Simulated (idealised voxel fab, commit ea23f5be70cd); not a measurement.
This section sets out a process module, namely voxel self aligned vias.
Section shown: cut. Width: 245 nm. Cell size: 5 nm, square.
We lay out every cross-section as a grid of square cells and spell it out in bands from the top down, where one band means one or more rows of cells.
Band: top and bottom heights (nm) first, top before bottom; then materials from left to right, widths in nm. "full width" marks a sole material filling the band edge to edge. "blank" denotes empty space.
The level at which height equals 0 is the one under which the wafer, as it arrives, is entirely one material. No lower edge exists for the bottom band, which continues downward and is notated as in "0..down".
Per-row width for "30->40": begins at first number (top row of band), ends at second number (bottom row), increment between rows held constant.
It should be understood that the words "left unchanged", when stated for a given step, signify that the cross-section underwent no change in any of its cells during that step.
What "Enclosed void inventory" gives you is every empty space of 8 cells or more that is cut off from the top. Each appears as width x height at distance, with the distance taken from the left edge and width, height and distance all in nm.
That trailing text on a step's line, after the settings, is the simulator's own remark on the step.
overlay nm: where the mask lay relative to plan, measured to the right, on steps with a mask; negatives go left.
[Planned step list for the process]
- 1: RECEIVE [material Si]
- 2: CONFORMAL_DEP [material SiO2] [thk nm 10]
- 3: CONFORMAL_DEP [material SiCN] [thk nm 5]
- 4: DIRECTIONAL_DEP [material lowk] [thk nm 30]
- 5: MASKED_ETCH [tone open] [mask id LINES] [width nm 25] [pitch nm 50] [etch materials lowk] [depth nm 30] [overlay nm 0]
- 6: CONFORMAL_DEP [material TiN] [thk nm 5]
- 7: FILL_DEP [material Ru] [thk nm 5]
- 8: CMP [height nm 45]
- 9: SELECTIVE_ETCH [etch materials W Ru TiN] [depth nm 5]
- 10: FILL_DEP [material SiN] [thk nm 10]
- 11: CMP [height nm 45]
- 12: DIRECTIONAL_DEP [material lowk] [thk nm 20]
- 13: DIRECTIONAL_DEP [material aC] [thk nm 10]
- 14: PATTERN [tone open] [mask id VIAS] [material resist] [width nm 35] [pitch nm 50] [thk nm 25] [overlay nm 0]
- 15: DIRECTIONAL_ETCH [etch materials aC] [depth nm 10]
- 16: STRIP [etch materials resist]
- 17: DIRECTIONAL_ETCH [etch materials lowk] [depth nm 20]
- 18: DIRECTIONAL_ETCH [etch materials SiN] [depth nm 5]
- 19: STRIP [etch materials aC]
- 20: CONFORMAL_DEP [material TiN] [thk nm 5]
- 21: FILL_DEP [material Ru] [thk nm 10]
- 22: CMP [height nm 65]
- 23: CONFORMAL_DEP [material SiCN] [thk nm 5]
[As-received state of the wafer in cross-section, equivalent to post-step 1]
  0..down: Si full width
  Enclosed void inventory: none
[Wafer at module end, in section. Began as above, planned as above, run with one mistake]
  70..65: SiCN full width
  65..45: 80 lowk / 5 TiN / 25 Ru / 5 TiN / 15 lowk / 5 TiN / 25 Ru / 5 TiN / 80 lowk
  45..40: 80 SiN / 35 TiN / 15 SiN / 35 TiN / 80 SiN
  40..15: 85 lowk / 5 TiN / 15 Ru / 5 TiN / 25 lowk / 5 TiN / 15 Ru / 5 TiN / 85 lowk
  15..10: 85 lowk / 25 TiN / 25 lowk / 25 TiN / 85 lowk
  10..0: SiO2 full width
  0..down: Si full width
  Enclosed void inventory: none
Finding, execution versus plan: not run: step 3 of the plan (skipped)
